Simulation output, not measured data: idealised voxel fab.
Process module name: voxel wiring stack
cross-section cut | 260 nm wide | cells 5 nm
A cross-section in this document is a grid of square cells, and it is written down as bands, the top band listed before the ones below it; a band is made up of one or more rows of cells. Heads up on the band format: heights come first, top then bottom, in nm. After that it's the materials left to right, each with its width in nm. A single material flagged "full width" fills the whole band edge to edge, and "blank" means there's empty space there. Heads up on the height convention: 0 is the point under which the incoming wafer is all one material, and the lowest band has no bottom, it just keeps going down, like "0 down". The expression "30..40" gives the width at the extremes of the band, the first number at its top row of cells and the second at its bottom row, with the width changing by equal amounts from each row to the next in between. Step marked "remained the same"? Then no cell in the cross-section changed in it. "Enclosed internal voids" lists enclosed empty spaces (at least 8 cells, no open path upward to the top), each as width x height at distance from the left edge, in nm. Past the settings on a step's line: simulator remark, on that step. "overlay nm", when on a step's line for a step with a mask, measures how far to the right of its planned place the mask lay; a negative measure means to the left.

-- The following list gives the planned process steps
- 1: RECEIVE | material Si
- 2: CONFORMAL_DEP | material SiO2 | thk nm 15
- 3: CONFORMAL_DEP | material SiCN | thk nm 5
- 4: DIRECTIONAL_DEP | material lowk | thk nm 15
- 5: DIRECTIONAL_DEP | material aC | thk nm 10
- 6: PATTERN | tone open | mask id METAL_1 | material resist | width nm 20 | pitch nm 40 | thk nm 25 | overlay nm 0
- 7: DIRECTIONAL_ETCH | etch materials aC | depth nm 10
- 8: STRIP | etch materials resist
- 9: DIRECTIONAL_ETCH | etch materials lowk | depth nm 15
- 10: DIRECTIONAL_ETCH | etch materials SiCN | depth nm 5
- 11: STRIP | etch materials aC
- 12: CONFORMAL_DEP | material TiN | thk nm 5
- 13: FILL_DEP | material Cu | thk nm 5
- 14: CMP | height nm 35
- 15: EPI | material Ru | thk nm 5
- 16: FILL_DEP | material SiCN | thk nm 5
- 17: DIRECTIONAL_DEP | material SiO2 | thk nm 15
- 18: DIRECTIONAL_DEP | material aC | thk nm 15
- 19: PATTERN | tone open | mask id PLUG_1 | material resist | width nm 15 | pitch nm 40 | thk nm 30 | overlay nm 0
- 20: DIRECTIONAL_ETCH | etch materials aC | depth nm 15
- 21: STRIP | etch materials resist
- 22: DIRECTIONAL_ETCH | etch materials SiO2 | depth nm 15
- 23: DIRECTIONAL_ETCH | etch materials SiCN | depth nm 5
- 24: STRIP | etch materials aC
- 25: EPI | material Ru | thk nm 10
- 26: EPI | material Ru | thk nm 10
- 27: CONFORMAL_DEP | material SiCN | thk nm 5
- 28: DIRECTIONAL_DEP | material lowk | thk nm 20
- 29: PATTERN | tone open | mask id METAL_2 | material resist | width nm 20 | pitch nm 40 | thk nm 15 | overlay nm 0
- 30: DIRECTIONAL_ETCH | etch materials lowk | depth nm 20
- 31: DIRECTIONAL_ETCH | etch materials SiCN | depth nm 5
- 32: STRIP | etch materials resist
- 33: CONFORMAL_DEP | material TiN | thk nm 5
- 34: FILL_DEP | material W | thk nm 5
- 35: CMP | height nm 85
- 36: CONFORMAL_DEP | material SiCN | thk nm 5
- 37: DIRECTIONAL_DEP | material lowk | thk nm 30
- 38: MASKED_ETCH | tone open | mask id METAL_3 | width nm 20 | pitch nm 40 | etch materials lowk | depth nm 15 | overlay nm 0
- 39: MASKED_ETCH | tone open | mask id METAL_3_HOLES | width nm 15 | pitch nm 40 | etch materials lowk | depth nm 15 | overlay nm 0
- 40: MASKED_ETCH | tone open | mask id METAL_3_HOLES | width nm 15 | pitch nm 40 | etch materials SiCN | depth nm 5 | overlay nm 0
- 41: CONFORMAL_DEP | material TiN | thk nm 5
- 42: FILL_DEP | material Cu | thk nm 5
- 43: CMP | height nm 120
- 44: CONFORMAL_DEP | material SiCN | thk nm 5
- 45: DIRECTIONAL_DEP | material SiO2 | thk nm 20
- 46: MASKED_ETCH | tone open | mask id PLUG_3 | width nm 15 | pitch nm 40 | etch materials SiO2 | depth nm 20 | overlay nm 0
- 47: MASKED_ETCH | tone open | mask id PLUG_3 | width nm 15 | pitch nm 40 | etch materials SiCN | depth nm 5 | overlay nm 0
- 48: EPI | material Ru | thk nm 10
- 49: EPI | material Ru | thk nm 10
- 50: EPI | material Ru | thk nm 5
- 51: DIRECTIONAL_DEP | material TiN | thk nm 5
- 52: DIRECTIONAL_DEP | material W | thk nm 25
- 53: MASKED_ETCH | tone cover | mask id METAL_4 | width nm 20 | pitch nm 40 | etch materials W | depth nm 25 | overlay nm 0
- 54: MASKED_ETCH | tone cover | mask id METAL_4 | width nm 20 | pitch nm 40 | etch materials TiN | depth nm 5 | overlay nm 0
- 55: CONFORMAL_DEP | material SiCN | thk nm 5
- 56: FILL_DEP | material SiO2 | thk nm 5
- 57: CMP | height nm 175
- 58: CONFORMAL_DEP | material SiCN | thk nm 5

-- As-received state of the wafer in cross-section, equivalent to post-step 1
* 0 down: Si full width
* Enclosed internal voids: none

-- Cross-section at module end, one run error; start and plan unchanged from above
* 180 to 175: SiCN full width
* 175 to 150: SiO2 75 nm / SiCN 5 nm / W 25 nm / SiCN 5 nm / SiO2 5 nm / SiCN 5 nm / W 25 nm / SiCN 5 nm / SiO2 5 nm / SiCN 5 nm / W 25 nm / SiCN 5 nm / SiO2 70 nm
* 150 to 145: SiCN 80 nm / TiN 25 nm / SiCN 15 nm / TiN 25 nm / SiCN 15 nm / TiN 25 nm / SiCN 75 nm
* 145 to 125: SiO2 80 nm / Ru 15 nm / SiO2 25 nm / Ru 15 nm / SiO2 25 nm / Ru 15 nm / SiO2 85 nm
* 125 to 120: SiCN 80 nm / Ru 15 nm / SiCN 25 nm / Ru 15 nm / SiCN 25 nm / Ru 15 nm / SiCN 85 nm
* 120 to 110: lowk 80 nm / TiN 5 nm / Cu 10 nm / TiN 5 nm / lowk 20 nm / TiN 5 nm / Cu 10 nm / TiN 5 nm / lowk 20 nm / TiN 5 nm / Cu 10 nm / TiN 5 nm / lowk 80 nm
* 110 to 105: lowk 80 nm / TiN 5 nm / Cu 5 nm / TiN 10 nm / lowk 20 nm / TiN 5 nm / Cu 5 nm / TiN 10 nm / lowk 20 nm / TiN 5 nm / Cu 5 nm / TiN 10 nm / lowk 80 nm
* 105 to 90: lowk 80 nm / TiN 5 nm / Cu 5 nm / TiN 5 nm / lowk 25 nm / TiN 5 nm / Cu 5 nm / TiN 5 nm / lowk 25 nm / TiN 5 nm / Cu 5 nm / TiN 5 nm / lowk 85 nm
* 90 to 85: SiCN 80 nm / TiN 15 nm / SiCN 25 nm / TiN 15 nm / SiCN 25 nm / TiN 15 nm / SiCN 85 nm
* 85 to 65: lowk 80 nm / TiN 5 nm / W 10 nm / TiN 5 nm / lowk 20 nm / TiN 5 nm / W 10 nm / TiN 5 nm / lowk 20 nm / TiN 5 nm / W 10 nm / TiN 5 nm / lowk 80 nm
* 65 to 60: SiCN 80 nm / TiN 20 nm / SiCN 20 nm / TiN 20 nm / SiCN 20 nm / TiN 20 nm / SiCN 80 nm
* 60 to 45: SiO2 80 nm / Ru 15 nm / SiO2 25 nm / Ru 15 nm / SiO2 25 nm / Ru 15 nm / SiO2 85 nm
* 45 to 35: SiCN 80..75 nm / Ru 15..30 nm / SiCN 25..10 nm / Ru 15..30 nm / SiCN 25..10 nm / Ru 15..30 nm / SiCN 85..75 nm
* 35 to 20: lowk 80 nm / TiN 5 nm / Cu 10 nm / TiN 5 nm / lowk 20 nm / TiN 5 nm / Cu 10 nm / TiN 5 nm / lowk 20 nm / TiN 5 nm / Cu 10 nm / TiN 5 nm / lowk 80 nm
* 20 to 15: SiCN 80 nm / TiN 20 nm / SiCN 20 nm / TiN 20 nm / SiCN 20 nm / TiN 20 nm / SiCN 80 nm
* 15 to 0: SiO2 full width
* 0 down: Si full width
* Enclosed internal voids: none
It is concluded that the wafer was processed incorrectly with respect to the plan, in that for step 53, the planned setting was not used; the step was instead run as MASKED_ETCH | tone cover | mask id METAL_4 | width nm 25 | pitch nm 40 | etch materials W | depth nm 25 | overlay nm 0
